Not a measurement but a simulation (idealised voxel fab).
You're looking at the process module voxel self aligned vias.
In the cross-section labelled cut, the width is 225 nm and each square cell is 5 nm.
Cross-section, as written here: a square-cell grid given band by band from the top down, where a band holds one or more rows of cells.
Each band's line starts with the height of the band's top and of its bottom, in nm. Then come its materials from left to right, each with its width in nm. One material with "all across" fills the band from edge to edge. "air" is empty space.
Measure heights from 0. That's the level where, below it, the as-received wafer is all one material. The lowest band is bottomless and extends downward; write it as in "z 0 and below".
Per-row width for "30 to 40": begins at first number (top row of band), ends at second number (bottom row), increment between rows held constant.
"identical to before" for a step: no cell of the cross-section changed in that step.
Each empty space that has no open way to the top and spans at least 8 cells appears under "Fully enclosed voids" as width x height at distance, the distance counted from the left edge, all in nm.
Post-settings text on a step line: simulator's own remark regarding the step.
A step's line can hold "overlay nm"; with a mask on that step, the setting says how far right of the planned place the mask lay, while a negative setting says it lay to the left.
# Steps planned for the process
- 1: op RECEIVE | material Si
- 2: op CONFORMAL_DEP | material SiO2 | thk nm 10
- 3: op CONFORMAL_DEP | material SiCN | thk nm 5
- 4: op DIRECTIONAL_DEP | material SiO2 | thk nm 20
- 5: op PATTERN | tone open | mask id LINES | material resist | width nm 25 | pitch nm 60 | thk nm 15 | overlay nm 0
- 6: op DIRECTIONAL_ETCH | etch materials SiO2 | depth nm 20
- 7: op STRIP | etch materials resist
- 8: op CONFORMAL_DEP | material TiN | thk nm 5
- 9: op FILL_DEP | material Ru | thk nm 5
- 10: op CMP | height nm 35
- 11: op SELECTIVE_ETCH | etch materials W Ru TiN | depth nm 10
- 12: op FILL_DEP | material SiN | thk nm 5
- 13: op CMP | height nm 35
- 14: op DIRECTIONAL_DEP | material SiO2 | thk nm 15
- 15: op MASKED_ETCH | tone open | mask id VIAS | width nm 45 | pitch nm 120 | etch materials SiO2 | depth nm 15 | overlay nm 0
- 16: op MASKED_ETCH | tone open | mask id VIAS | width nm 45 | pitch nm 120 | etch materials SiN | depth nm 10 | overlay nm -15
- 17: op CONFORMAL_DEP | material TiN | thk nm 5
- 18: op FILL_DEP | material Cu | thk nm 5
- 19: op CMP | height nm 50
- 20: op CONFORMAL_DEP | material SiN | thk nm 5
For clarity, it should be stated that the wafers under discussion commence in an identical condition and differ with respect to the overlay nm of step 16, the plan indicating the value that the first wafer had.
# So this is the first of several wafers, cross-sectioned as it came to us, meaning it's at the end of step 1
    z 0 and below  Si all across
    Fully enclosed voids: none
# What follows is a table in which each wafer occupies a row; for the wafer as it stands at the close of the module, the row states, material by material, how many cells have been gained (+) or lost (-) since receipt, and then gives its closed voids
overlay nm -15, +36 Cu, +9 Ru, +45 SiCN, +59 SiN, +291 SiO2, +55 TiN, Fully enclosed voids: none
overlay nm -10, +40 Cu, +9 Ru, +45 SiCN, +55 SiN, +291 SiO2, +55 TiN, Fully enclosed voids: none
overlay nm -5, +40 Cu, +9 Ru, +45 SiCN, +55 SiN, +291 SiO2, +55 TiN, Fully enclosed voids: none
overlay nm 0, +40 Cu, +9 Ru, +45 SiCN, +55 SiN, +291 SiO2, +55 TiN, Fully enclosed voids: none
overlay nm 5, +40 Cu, +9 Ru, +45 SiCN, +55 SiN, +291 SiO2, +55 TiN, Fully enclosed voids: none
overlay nm 10, +40 Cu, +9 Ru, +45 SiCN, +55 SiN, +291 SiO2, +55 TiN, Fully enclosed voids: none
overlay nm 15, +36 Cu, +9 Ru, +45 SiCN, +59 SiN, +291 SiO2, +55 TiN, Fully enclosed voids: none
